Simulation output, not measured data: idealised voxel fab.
process module | voxel double patterning
cross-section cut | 210 nm wide | cells 5 nm
A cross-section is a grid of square cells, given in bands from the top down. A band is one or more rows of cells.
Each band's line starts with the height of the band's top and of its bottom, in nm. Then come its materials from left to right, each with its width in nm. One material with "throughout" fills the band from edge to edge. "air" is empty space.
Height 0 is the level under which the wafer as received is all one material. The lowest band goes on downwards, as in "0 down".
A width such as "30 to 40" changes by the same amount from each row of cells to the next, from the band's top row to its bottom row.
"no change" after a step means that no cell of the cross-section changed.
closed voids: empty space of 8 cells or more with no open way to the top, each as width x height at its distance from the left edge, in nm
after a step's settings: what the simulator itself notes on the step
overlay nm, on a step with a mask: how far to the right of its planned place the mask lay; to the left if negative
plan
1 op RECEIVE | material Si
2 op CONFORMAL_DEP | material SiO2 | thk nm 5
3 op DIRECTIONAL_DEP | material W | thk nm 10
4 op DIRECTIONAL_DEP | material SiN | thk nm 10
5 op DIRECTIONAL_DEP | material aC | thk nm 10
6 op PATTERN | tone open | mask id FIRST | material resist | width nm 15 | pitch nm 50 | thk nm 30 | overlay nm 0
7 op DIRECTIONAL_ETCH | etch materials aC | depth nm 10
8 op STRIP | etch materials resist
9 op DIRECTIONAL_ETCH | etch materials SiN | depth nm 10
10 op STRIP | etch materials aC
11 op DIRECTIONAL_DEP | material aC | thk nm 15
12 op PATTERN | tone open | mask id SECOND | material resist | width nm 15 | thk nm 35 | overlay nm 0
13 op DIRECTIONAL_ETCH | etch materials aC | depth nm 15
14 op STRIP | etch materials resist
15 op DIRECTIONAL_ETCH | etch materials SiN | depth nm 10
16 op STRIP | etch materials aC
17 op DIRECTIONAL_ETCH | etch materials W | depth nm 20
18 op STRIP | etch materials SiN
varied across the wafers: thk nm of step 3. The plan shows the first wafer's value. All wafers start alike
first wafer as received, after step 1
  0 down: Si throughout
  closed voids: none
each wafer at the end: cells of each material gained (+) or lost (-) since it was received, then its closed voids
thk nm 10 | +42 SiO2 | +66 W | closed voids: none
thk nm 15 | +42 SiO2 | +99 W | closed voids: none
thk nm 20 | +42 SiO2 | +132 W | closed voids: none
thk nm 25 | +42 SiO2 | +174 W | closed voids: none
thk nm 30 | +42 SiO2 | +216 W | closed voids: none
thk nm 35 | +42 SiO2 | +258 W | closed voids: none
